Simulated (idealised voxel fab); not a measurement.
process module | voxel self aligned contacts
In the cross-section labelled cut, the width is 290 nm and each square cell is 5 nm.
Square cells in a grid make up a cross-section in this document, and the grid is given as bands, listed from the top down, each one or more rows of cells.
Top, bottom (nm), then materials left to right with widths (nm); lone material tagged "all across" fills the whole band edge to edge; "air" = empty space.
All heights in this document are referenced to 0, defined as the level beneath which the wafer, as received, consists entirely of one material. The lowest band is not bounded below; it extends indefinitely downward and is written in the form "0 nm and below".
Per-row width for "30->40": begins at first number (top row of band), ends at second number (bottom row), increment between rows held constant.
Where the words "changes: none" appear for a step, the cross-section shows no cell changed by that step; every cell remained as before.
Closed empty spaces (no open way to the top) of 8 cells or more are what "Completely sealed voids" lists, each as width x height at distance from the left edge, nm for all three.
That trailing text on a step's line, after the settings, is the simulator's own remark on the step.
overlay nm: how far to the right of its planned place the mask lay on this masked step (negative: to the left).

Steps planned for the process:
1: RECEIVE: material Si
2: CONFORMAL_DEP: material SiO2, thk nm 5
3: DIRECTIONAL_DEP: material polySi, thk nm 25
4: DIRECTIONAL_DEP: material SiN, thk nm 20
5: DIRECTIONAL_DEP: material aC, thk nm 10
6: PATTERN: tone cover, mask id GATE, material resist, width nm 35, pitch nm 80, thk nm 25, overlay nm 0
7: DIRECTIONAL_ETCH: etch materials aC, depth nm 10
8: STRIP: etch materials resist
9: DIRECTIONAL_ETCH: etch materials SiN, depth nm 20
10: DIRECTIONAL_ETCH: etch materials polySi, depth nm 25
11: STRIP: etch materials aC
12: CONFORMAL_DEP: material SiN, thk nm 10
13: DIRECTIONAL_ETCH: etch materials SiN, depth nm 10
14: FILL_DEP: material SiO2, thk nm 15
15: CMP: height nm 55
16: MASKED_ETCH: tone open, mask id CONTACT, width nm 65, pitch nm 80, etch materials SiO2, depth nm 55, overlay nm 0
17: CONFORMAL_DEP: material TiN, thk nm 5
18: FILL_DEP: material W, thk nm 5
19: CMP: height nm 55
20: CONFORMAL_DEP: material SiN, thk nm 5

As-received wafer cross-section (after step 1):
- 0 nm and below | Si all across
- Completely sealed voids: none

Cross-sectional view of the first of the two wafers upon completion of the module, processed in accordance with the plan:
- 60 nm to 55 nm | SiN all across
- 55 nm to 50 nm | SiO2=70; TiN=25; W=15; TiN=25; SiO2=15; TiN=25; W=15; TiN=25; SiO2=75
- 50 nm to 30 nm | SiO2=35; SiN=55; TiN=5; W=15; TiN=5; SiN=55; TiN=5; W=15; TiN=5; SiN=55; SiO2=40
- 30 nm to 5 nm | SiO2=35; SiN=10; polySi=35; SiN=10; TiN=5; W=15; TiN=5; SiN=10; polySi=35; SiN=10; TiN=5; W=15; TiN=5; SiN=10; polySi=35; SiN=10; SiO2=40
- 5 nm to 0 nm | SiO2=90; TiN=25; SiO2=55; TiN=25; SiO2=95
- 0 nm and below | Si all across
- Completely sealed voids: none

Now the second wafer, cross-sectioned at the end of the module. Nothing different at the start, nothing different in the plan compared with the first, just one mistake when it was actually run:
- 60 nm to 55 nm | SiN all across
- 55 nm to 30 nm | SiO2=30; SiN=65; TiN=5; W=5; TiN=5; SiN=65; TiN=5; W=5; TiN=5; SiN=65; SiO2=35
- 30 nm to 15 nm | SiO2=30; SiN=15; polySi=35; SiN=15; TiN=5; W=5; TiN=5; SiN=15; polySi=35; SiN=15; TiN=5; W=5; TiN=5; SiN=15; polySi=35; SiN=15; SiO2=35
- 15 nm to 10 nm | SiO2=30; SiN=15; polySi=35; SiN=15; TiN=15; SiN=15; polySi=35; SiN=15; TiN=15; SiN=15; polySi=35; SiN=15; SiO2=35
- 10 nm to 5 nm | SiN=45; polySi=35; SiN=45; polySi=35; SiN=45; polySi=35; SiN=50
- 5 nm to 0 nm | SiO2 all across
- 0 nm and below | Si all across
- Completely sealed voids: none
What was the processing mistake? planned and actual differ for step 12; actual: CONFORMAL_DEP: material SiN, thk nm 15
Final comparison by cell count, materials where the second wafer has more or fewer than the first: SiN +112, SiO2 -40, TiN -28, W -44
